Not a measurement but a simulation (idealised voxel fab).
voxel wiring stack: a process module
We display cut, a cross-section 195 nm in width whose square cells are each 5 nm.
In what follows, cross-sections appear as grids of square cells, described through bands that run from the top down, where every band is one or more rows of cells. Top, bottom (nm), then materials left to right with widths (nm); lone material tagged "all across" fills the whole band edge to edge; "air" = empty space. Below 0: as-received wafer, all one material; heights counted from there. Lowest band: no bottom, goes on down, written "0..down". When a width is written as two numbers, as in "30->40", the first number is the width in the top row of cells of the band and the second is the width in its bottom row, and the width changes by the same amount from each row to the next. Where the words "nothing changed" appear for a step, the cross-section shows no cell changed by that step; every cell remained as before. Entry "Trapped cavities" = empty spaces >= 8 cells with no open way to the top; each as width x height at distance, distance from left edge, all nm. Whatever follows a step's settings on its line is a remark the simulator itself makes about that step. "overlay nm" answers the question of how far to the right of plan the mask lay on a step that has a mask, and when it is negative the answer is to the left.
Here's what the planned process steps look like
| 1 | RECEIVE,material Si |
| 2 | CONFORMAL_DEP,material SiO2,thk nm 15 |
| 3 | CONFORMAL_DEP,material SiN,thk nm 5 |
| 4 | DIRECTIONAL_DEP,material lowk,thk nm 25 |
| 5 | DIRECTIONAL_DEP,material aC,thk nm 15 |
| 6 | PATTERN,tone open,mask id METAL_1,material resist,width nm 25,pitch nm 55,thk nm 35,overlay nm 0 |
| 7 | DIRECTIONAL_ETCH,etch materials aC,depth nm 15 |
| 8 | STRIP,etch materials resist |
| 9 | DIRECTIONAL_ETCH,etch materials lowk,depth nm 25 |
| 10 | DIRECTIONAL_ETCH,etch materials SiN,depth nm 5 |
| 11 | STRIP,etch materials aC |
| 12 | CONFORMAL_DEP,material TiN,thk nm 5 |
| 13 | FILL_DEP,material Ru,thk nm 5 |
| 14 | CMP,height nm 45 |
| 15 | CONFORMAL_DEP,material SiCN,thk nm 5 |
| 16 | DIRECTIONAL_DEP,material SiO2,thk nm 30 |
| 17 | PATTERN,tone open,mask id METAL_2,material resist,width nm 25,pitch nm 55,thk nm 15,overlay nm 0 |
| 18 | DIRECTIONAL_ETCH,etch materials SiO2,depth nm 20 |
| 19 | STRIP,etch materials resist |
| 20 | DIRECTIONAL_DEP,material aC,thk nm 15 |
| 21 | PATTERN,tone open,mask id METAL_2_HOLES,material resist,width nm 15,pitch nm 55,thk nm 35,overlay nm 0 |
| 22 | DIRECTIONAL_ETCH,etch materials aC,depth nm 15 |
| 23 | STRIP,etch materials resist |
| 24 | DIRECTIONAL_ETCH,etch materials SiO2,depth nm 10 |
| 25 | DIRECTIONAL_ETCH,etch materials SiCN,depth nm 5 |
| 26 | STRIP,etch materials aC |
| 27 | CONFORMAL_DEP,material TiN,thk nm 5 |
| 28 | FILL_DEP,material Cu,thk nm 5 |
| 29 | CMP,height nm 80 |
| 30 | CONFORMAL_DEP,material SiCN,thk nm 5 |
| 31 | DIRECTIONAL_DEP,material SiO2,thk nm 35 |
| 32 | PATTERN,tone open,mask id METAL_3_HOLES,material resist,width nm 15,thk nm 20,overlay nm 0 |
| 33 | DIRECTIONAL_ETCH,etch materials SiO2,depth nm 35 |
| 34 | STRIP,etch materials resist |
| 35 | DIRECTIONAL_DEP,material aC,thk nm 15 |
| 36 | PATTERN,tone open,mask id METAL_3,material resist,width nm 25,pitch nm 55,thk nm 35,overlay nm 0 |
| 37 | DIRECTIONAL_ETCH,etch materials aC,depth nm 15 |
| 38 | STRIP,etch materials resist |
| 39 | DIRECTIONAL_ETCH,etch materials SiO2,depth nm 20 |
| 40 | DIRECTIONAL_ETCH,etch materials SiCN,depth nm 5 |
| 41 | STRIP,etch materials aC |
| 42 | CONFORMAL_DEP,material TiN,thk nm 5 |
| 43 | FILL_DEP,material Cu,thk nm 10 |
| 44 | CMP,height nm 120 |
| 45 | CONFORMAL_DEP,material SiCN,thk nm 5 |
The following pertains to the first of two wafers, which was processed as planned
Step 1 complete: cross-section of the wafer as received
    0..down = Si all across
    Trapped cavities: none
After step 2
    15..0 = SiO2 all across
    Heights below 0 show no change.
After step 3
    20..15 = SiN all across
    Heights below 15 show no change.
After step 4
    45..20 = lowk all across
    Heights below 20 show no change.
After step 5
    60..45 = aC all across
    Heights below 45 show no change.
After step 6
    95..60 = resist 55  air 25  resist 30  air 25  resist 60
    Heights below 60 show no change.
After step 7
    80..60 = resist 55  air 25  resist 30  air 25  resist 60
    60..45 = aC 55  air 25  aC 30  air 25  aC 60
    Heights below 45 show no change.
After step 8
    60..45 = aC 55  air 25  aC 30  air 25  aC 60
    Heights below 45 show no change.
After step 9
    60..45 = aC 55  air 25  aC 30  air 25  aC 60
    45..20 = lowk 55  air 25  lowk 30  air 25  lowk 60
    Heights below 20 show no change.
After step 10
    60..45 = aC 55  air 25  aC 30  air 25  aC 60
    45..20 = lowk 55  air 25  lowk 30  air 25  lowk 60
    20..15 = SiN 55  air 25  SiN 30  air 25  SiN 60
    Heights below 15 show no change.
After step 11
    45..20 = lowk 55  air 25  lowk 30  air 25  lowk 60
    Heights below 20 show no change.
After step 12
    50..45 = TiN 60  air 15  TiN 40  air 15  TiN 65
    45..20 = lowk 55  TiN 5  air 15  TiN 5  lowk 30  TiN 5  air 15  TiN 5  lowk 60
    20..15 = SiN 55  TiN 25  SiN 30  TiN 25  SiN 60
    Heights below 15 show no change.
After step 13
    55..50 = Ru all across
    50..45 = TiN 60  Ru 15  TiN 40  Ru 15  TiN 65
    45..20 = lowk 55  TiN 5  Ru 15  TiN 5  lowk 30  TiN 5  Ru 15  TiN 5  lowk 60
    Heights below 20 show no change.
After step 14
    45..20 = lowk 55  TiN 5  Ru 15  TiN 5  lowk 30  TiN 5  Ru 15  TiN 5  lowk 60
    Heights below 20 show no change.
After step 15
    50..45 = SiCN all across
    Heights below 45 show no change.
After step 16
    80..50 = SiO2 all across
    Heights below 50 show no change.
After step 17
    95..80 = resist 55  air 25  resist 30  air 25  resist 60
    Heights below 80 show no change.
After step 18
    95..80 = resist 55  air 25  resist 30  air 25  resist 60
    80..60 = SiO2 55  air 25  SiO2 30  air 25  SiO2 60
    Heights below 60 show no change.
After step 19
    80..60 = SiO2 55  air 25  SiO2 30  air 25  SiO2 60
    Heights below 60 show no change.
After step 20
    95..80 = aC 55  air 25  aC 30  air 25  aC 60
    80..75 = SiO2 55  air 25  SiO2 30  air 25  SiO2 60
    75..60 = SiO2 55  aC 25  SiO2 30  aC 25  SiO2 60
    Heights below 60 show no change.
After step 21
    130..95 = resist 55  air 15  resist 40  air 15  resist 70
    95..80 = aC 55  air 15  resist 10  aC 30  air 15  resist 10  aC 60
    80..75 = SiO2 55  air 15  resist 10  SiO2 30  air 15  resist 10  SiO2 60
    Heights below 75 show no change.
After step 22
    115..95 = resist 55  air 15  resist 40  air 15  resist 70
    95..80 = aC 55  air 15  resist 10  aC 30  air 15  resist 10  aC 60
    80..75 = SiO2 55  air 15  resist 10  SiO2 30  air 15  resist 10  SiO2 60
    75..60 = SiO2 55  air 15  aC 10  SiO2 30  air 15  aC 10  SiO2 60
    Heights below 60 show no change.
After step 23
    95..80 = aC 55  air 25  aC 30  air 25  aC 60
    80..75 = SiO2 55  air 25  SiO2 30  air 25  SiO2 60
    Heights below 75 show no change.
After step 24
    95..80 = aC 55  air 25  aC 30  air 25  aC 60
    80..75 = SiO2 55  air 25  SiO2 30  air 25  SiO2 60
    75..60 = SiO2 55  air 15  aC 10  SiO2 30  air 15  aC 10  SiO2 60
    60..50 = SiO2 55  air 15  SiO2 40  air 15  SiO2 70
    Heights below 50 show no change.
After step 25
    95..80 = aC 55  air 25  aC 30  air 25  aC 60
    80..75 = SiO2 55  air 25  SiO2 30  air 25  SiO2 60
    75..60 = SiO2 55  air 15  aC 10  SiO2 30  air 15  aC 10  SiO2 60
    60..50 = SiO2 55  air 15  SiO2 40  air 15  SiO2 70
    50..45 = SiCN 55  air 15  SiCN 40  air 15  SiCN 70
    Heights below 45 show no change.
After step 26
    80..60 = SiO2 55  air 25  SiO2 30  air 25  SiO2 60
    Heights below 60 show no change.
After step 27
    85..80 = TiN 60  air 15  TiN 40  air 15  TiN 65
    80..65 = SiO2 55  TiN 5  air 15  TiN 5  SiO2 30  TiN 5  air 15  TiN 5  SiO2 60
    65..60 = SiO2 55  TiN 5  air 5  TiN 15  SiO2 30  TiN 5  air 5  TiN 15  SiO2 60
    60..50 = SiO2 55  TiN 5  air 5  TiN 5  SiO2 40  TiN 5  air 5  TiN 5  SiO2 70
    50..45 = SiCN 55  TiN 15  SiCN 40  TiN 15  SiCN 70
    Heights below 45 show no change.
After step 28
    90..85 = Cu all across
    85..80 = TiN 60  Cu 15  TiN 40  Cu 15  TiN 65
    80..65 = SiO2 55  TiN 5  Cu 15  TiN 5  SiO2 30  TiN 5  Cu 15  TiN 5  SiO2 60
    65..60 = SiO2 55  TiN 5  Cu 5  TiN 15  SiO2 30  TiN 5  Cu 5  TiN 15  SiO2 60
    60..50 = SiO2 55  TiN 5  Cu 5  TiN 5  SiO2 40  TiN 5  Cu 5  TiN 5  SiO2 70
    Heights below 50 show no change.
After step 29
    80..65 = SiO2 55  TiN 5  Cu 15  TiN 5  SiO2 30  TiN 5  Cu 15  TiN 5  SiO2 60
    Heights below 65 show no change.
After step 30
    85..80 = SiCN all across
    Heights below 80 show no change.
After step 31
    120..85 = SiO2 all across
    Heights below 85 show no change.
After step 32
    140..120 = resist 55  air 15  resist 125
    Heights below 120 show no change.
After step 33
    140..120 = resist 55  air 15  resist 125
    120..85 = SiO2 55  air 15  SiO2 125
    Heights below 85 show no change.
After step 34
    120..85 = SiO2 55  air 15  SiO2 125
    Heights below 85 show no change.
After step 35
    135..120 = aC 55  air 15  aC 125
    120..100 = SiO2 55  air 15  SiO2 125
    100..85 = SiO2 55  aC 15  SiO2 125
    Heights below 85 show no change.
After step 36
    170..135 = resist 55  air 25  resist 30  air 25  resist 60
    Heights below 135 show no change.
After step 37
    155..135 = resist 55  air 25  resist 30  air 25  resist 60
    135..120 = aC 55  air 25  aC 30  air 25  aC 60
    120..85 = SiO2 55  air 15  SiO2 125
    Heights below 85 show no change.
After step 38
    135..120 = aC 55  air 25  aC 30  air 25  aC 60
    Heights below 120 show no change.
After step 39
    135..120 = aC 55  air 25  aC 30  air 25  aC 60
    120..100 = SiO2 55  air 25  SiO2 30  air 25  SiO2 60
    Heights below 100 show no change.
After step 40
    135..120 = aC 55  air 25  aC 30  air 25  aC 60
    120..100 = SiO2 55  air 25  SiO2 30  air 25  SiO2 60
    100..85 = SiO2 55  air 15  SiO2 125
    85..80 = SiCN 55  air 15  SiCN 125
    Heights below 80 show no change.
After step 41
    120..100 = SiO2 55  air 25  SiO2 30  air 25  SiO2 60
    Heights below 100 show no change.
After step 42
    125..120 = TiN 60  air 15  TiN 40  air 15  TiN 65
    120..105 = SiO2 55  TiN 5  air 15  TiN 5  SiO2 30  TiN 5  air 15  TiN 5  SiO2 60
    105..100 = SiO2 55  TiN 5  air 5  TiN 15  SiO2 30  TiN 25  SiO2 60
    100..85 = SiO2 55  TiN 5  air 5  TiN 5  SiO2 125
    85..80 = SiCN 55  TiN 15  SiCN 125
    Heights below 80 show no change.
After step 43
    135..125 = Cu all across
    125..120 = TiN 60  Cu 15  TiN 40  Cu 15  TiN 65
    120..105 = SiO2 55  TiN 5  Cu 15  TiN 5  SiO2 30  TiN 5  Cu 15  TiN 5  SiO2 60
    105..100 = SiO2 55  TiN 5  Cu 5  TiN 15  SiO2 30  TiN 25  SiO2 60
    100..85 = SiO2 55  TiN 5  Cu 5  TiN 5  SiO2 125
    Heights below 85 show no change.
After step 44
    120..105 = SiO2 55  TiN 5  Cu 15  TiN 5  SiO2 30  TiN 5  Cu 15  TiN 5  SiO2 60
    Heights below 105 show no change.
After step 45
    125..120 = SiCN all across
    Heights below 120 show no change.
Regarding the second of the two wafers: it shared the first wafer's starting condition and process plan, yet one error occurred during its execution. Its history coincides with that of the first wafer up to and including step 1
Second wafer: cross-section at the scheduled end of step 2
    15..0 = SiCN all across
    Heights below 0 show no change.
Second wafer: cross-section at the scheduled end of step 3
    20..15 = SiN all across
    Heights below 15 show no change.
Second wafer: cross-section at the scheduled end of step 4
    45..20 = lowk all across
    Heights below 20 show no change.
Second wafer: cross-section at the scheduled end of step 5
    60..45 = aC all across
    Heights below 45 show no change.
Second wafer: cross-section at the scheduled end of step 6
    95..60 = resist 55  air 25  resist 30  air 25  resist 60
    Heights below 60 show no change.
Second wafer: cross-section at the scheduled end of step 7
    80..60 = resist 55  air 25  resist 30  air 25  resist 60
    60..45 = aC 55  air 25  aC 30  air 25  aC 60
    Heights below 45 show no change.
Second wafer: cross-section at the scheduled end of step 8
    60..45 = aC 55  air 25  aC 30  air 25  aC 60
    Heights below 45 show no change.
Second wafer: cross-section at the scheduled end of step 9
    60..45 = aC 55  air 25  aC 30  air 25  aC 60
    45..20 = lowk 55  air 25  lowk 30  air 25  lowk 60
    Heights below 20 show no change.
Second wafer: cross-section at the scheduled end of step 10
    60..45 = aC 55  air 25  aC 30  air 25  aC 60
    45..20 = lowk 55  air 25  lowk 30  air 25  lowk 60
    20..15 = SiN 55  air 25  SiN 30  air 25  SiN 60
    Heights below 15 show no change.
Second wafer: cross-section at the scheduled end of step 11
    45..20 = lowk 55  air 25  lowk 30  air 25  lowk 60
    Heights below 20 show no change.
Second wafer: cross-section at the scheduled end of step 12
    50..45 = TiN 60  air 15  TiN 40  air 15  TiN 65
    45..20 = lowk 55  TiN 5  air 15  TiN 5  lowk 30  TiN 5  air 15  TiN 5  lowk 60
    20..15 = SiN 55  TiN 25  SiN 30  TiN 25  SiN 60
    Heights below 15 show no change.
Second wafer: cross-section at the scheduled end of step 13
    55..50 = Ru all across
    50..45 = TiN 60  Ru 15  TiN 40  Ru 15  TiN 65
    45..20 = lowk 55  TiN 5  Ru 15  TiN 5  lowk 30  TiN 5  Ru 15  TiN 5  lowk 60
    Heights below 20 show no change.
Second wafer: cross-section at the scheduled end of step 14
    45..20 = lowk 55  TiN 5  Ru 15  TiN 5  lowk 30  TiN 5  Ru 15  TiN 5  lowk 60
    Heights below 20 show no change.
Second wafer: cross-section at the scheduled end of step 15
    50..45 = SiCN all across
    Heights below 45 show no change.
Second wafer: cross-section at the scheduled end of step 16
    80..50 = SiO2 all across
    Heights below 50 show no change.
Second wafer: cross-section at the scheduled end of step 17
    95..80 = resist 55  air 25  resist 30  air 25  resist 60
    Heights below 80 show no change.
Second wafer: cross-section at the scheduled end of step 18
    95..80 = resist 55  air 25  resist 30  air 25  resist 60
    80..60 = SiO2 55  air 25  SiO2 30  air 25  SiO2 60
    Heights below 60 show no change.
Second wafer: cross-section at the scheduled end of step 19
    80..60 = SiO2 55  air 25  SiO2 30  air 25  SiO2 60
    Heights below 60 show no change.
Second wafer: cross-section at the scheduled end of step 20
    95..80 = aC 55  air 25  aC 30  air 25  aC 60
    80..75 = SiO2 55  air 25  SiO2 30  air 25  SiO2 60
    75..60 = SiO2 55  aC 25  SiO2 30  aC 25  SiO2 60
    Heights below 60 show no change.
Second wafer: cross-section at the scheduled end of step 21
    130..95 = resist 55  air 15  resist 40  air 15  resist 70
    95..80 = aC 55  air 15  resist 10  aC 30  air 15  resist 10  aC 60
    80..75 = SiO2 55  air 15  resist 10  SiO2 30  air 15  resist 10  SiO2 60
    Heights below 75 show no change.
Second wafer: cross-section at the scheduled end of step 22
    115..95 = resist 55  air 15  resist 40  air 15  resist 70
    95..80 = aC 55  air 15  resist 10  aC 30  air 15  resist 10  aC 60
    80..75 = SiO2 55  air 15  resist 10  SiO2 30  air 15  resist 10  SiO2 60
    75..60 = SiO2 55  air 15  aC 10  SiO2 30  air 15  aC 10  SiO2 60
    Heights below 60 show no change.
Second wafer: cross-section at the scheduled end of step 23
    95..80 = aC 55  air 25  aC 30  air 25  aC 60
    80..75 = SiO2 55  air 25  SiO2 30  air 25  SiO2 60
    Heights below 75 show no change.
Second wafer: cross-section at the scheduled end of step 24
    95..80 = aC 55  air 25  aC 30  air 25  aC 60
    80..75 = SiO2 55  air 25  SiO2 30  air 25  SiO2 60
    75..60 = SiO2 55  air 15  aC 10  SiO2 30  air 15  aC 10  SiO2 60
    60..50 = SiO2 55  air 15  SiO2 40  air 15  SiO2 70
    Heights below 50 show no change.
Second wafer: cross-section at the scheduled end of step 25
    95..80 = aC 55  air 25  aC 30  air 25  aC 60
    80..75 = SiO2 55  air 25  SiO2 30  air 25  SiO2 60
    75..60 = SiO2 55  air 15  aC 10  SiO2 30  air 15  aC 10  SiO2 60
    60..50 = SiO2 55  air 15  SiO2 40  air 15  SiO2 70
    50..45 = SiCN 55  air 15  SiCN 40  air 15  SiCN 70
    Heights below 45 show no change.
Second wafer: cross-section at the scheduled end of step 26
    80..60 = SiO2 55  air 25  SiO2 30  air 25  SiO2 60
    Heights below 60 show no change.
Second wafer: cross-section at the scheduled end of step 27
    85..80 = TiN 60  air 15  TiN 40  air 15  TiN 65
    80..65 = SiO2 55  TiN 5  air 15  TiN 5  SiO2 30  TiN 5  air 15  TiN 5  SiO2 60
    65..60 = SiO2 55  TiN 5  air 5  TiN 15  SiO2 30  TiN 5  air 5  TiN 15  SiO2 60
    60..50 = SiO2 55  TiN 5  air 5  TiN 5  SiO2 40  TiN 5  air 5  TiN 5  SiO2 70
    50..45 = SiCN 55  TiN 15  SiCN 40  TiN 15  SiCN 70
    Heights below 45 show no change.
Second wafer: cross-section at the scheduled end of step 28
    90..85 = Cu all across
    85..80 = TiN 60  Cu 15  TiN 40  Cu 15  TiN 65
    80..65 = SiO2 55  TiN 5  Cu 15  TiN 5  SiO2 30  TiN 5  Cu 15  TiN 5  SiO2 60
    65..60 = SiO2 55  TiN 5  Cu 5  TiN 15  SiO2 30  TiN 5  Cu 5  TiN 15  SiO2 60
    60..50 = SiO2 55  TiN 5  Cu 5  TiN 5  SiO2 40  TiN 5  Cu 5  TiN 5  SiO2 70
    Heights below 50 show no change.
Second wafer: cross-section at the scheduled end of step 29
    80..65 = SiO2 55  TiN 5  Cu 15  TiN 5  SiO2 30  TiN 5  Cu 15  TiN 5  SiO2 60
    Heights below 65 show no change.
Second wafer: cross-section at the scheduled end of step 30
    85..80 = SiCN all across
    Heights below 80 show no change.
Second wafer: cross-section at the scheduled end of step 31
    120..85 = SiO2 all across
    Heights below 85 show no change.
Second wafer: cross-section at the scheduled end of step 32
    140..120 = resist 55  air 15  resist 125
    Heights below 120 show no change.
Second wafer: cross-section at the scheduled end of step 33
    140..120 = resist 55  air 15  resist 125
    120..85 = SiO2 55  air 15  SiO2 125
    Heights below 85 show no change.
Second wafer: cross-section at the scheduled end of step 34
    120..85 = SiO2 55  air 15  SiO2 125
    Heights below 85 show no change.
Second wafer: cross-section at the scheduled end of step 35
    135..120 = aC 55  air 15  aC 125
    120..100 = SiO2 55  air 15  SiO2 125
    100..85 = SiO2 55  aC 15  SiO2 125
    Heights below 85 show no change.
Second wafer: cross-section at the scheduled end of step 36
    170..135 = resist 55  air 25  resist 30  air 25  resist 60
    Heights below 135 show no change.
Second wafer: cross-section at the scheduled end of step 37
    155..135 = resist 55  air 25  resist 30  air 25  resist 60
    135..120 = aC 55  air 25  aC 30  air 25  aC 60
    120..85 = SiO2 55  air 15  SiO2 125
    Heights below 85 show no change.
Second wafer: cross-section at the scheduled end of step 38
    135..120 = aC 55  air 25  aC 30  air 25  aC 60
    Heights below 120 show no change.
Second wafer: cross-section at the scheduled end of step 39
    135..120 = aC 55  air 25  aC 30  air 25  aC 60
    120..100 = SiO2 55  air 25  SiO2 30  air 25  SiO2 60
    Heights below 100 show no change.
Second wafer: cross-section at the scheduled end of step 40
    135..120 = aC 55  air 25  aC 30  air 25  aC 60
    120..100 = SiO2 55  air 25  SiO2 30  air 25  SiO2 60
    100..85 = SiO2 55  air 15  SiO2 125
    85..80 = SiCN 55  air 15  SiCN 125
    Heights below 80 show no change.
Second wafer: cross-section at the scheduled end of step 41
    120..100 = SiO2 55  air 25  SiO2 30  air 25  SiO2 60
    Heights below 100 show no change.
Second wafer: cross-section at the scheduled end of step 42
    125..120 = TiN 60  air 15  TiN 40  air 15  TiN 65
    120..105 = SiO2 55  TiN 5  air 15  TiN 5  SiO2 30  TiN 5  air 15  TiN 5  SiO2 60
    105..100 = SiO2 55  TiN 5  air 5  TiN 15  SiO2 30  TiN 25  SiO2 60
    100..85 = SiO2 55  TiN 5  air 5  TiN 5  SiO2 125
    85..80 = SiCN 55  TiN 15  SiCN 125
    Heights below 80 show no change.
Second wafer: cross-section at the scheduled end of step 43
    135..125 = Cu all across
    125..120 = TiN 60  Cu 15  TiN 40  Cu 15  TiN 65
    120..105 = SiO2 55  TiN 5  Cu 15  TiN 5  SiO2 30  TiN 5  Cu 15  TiN 5  SiO2 60
    105..100 = SiO2 55  TiN 5  Cu 5  TiN 15  SiO2 30  TiN 25  SiO2 60
    100..85 = SiO2 55  TiN 5  Cu 5  TiN 5  SiO2 125
    Heights below 85 show no change.
Second wafer: cross-section at the scheduled end of step 44
    120..105 = SiO2 55  TiN 5  Cu 15  TiN 5  SiO2 30  TiN 5  Cu 15  TiN 5  SiO2 60
    Heights below 105 show no change.
Second wafer: cross-section at the scheduled end of step 45
    125..120 = SiCN all across
    Heights below 120 show no change.
Deviation from plan: in deviation from the planned setting, step 2 was conducted as CONFORMAL_DEP,material SiCN,thk nm 15
Wrapping up, a cell-based count of both wafers puts the second over or under the first for these materials: SiCN +117 | SiO2 -117
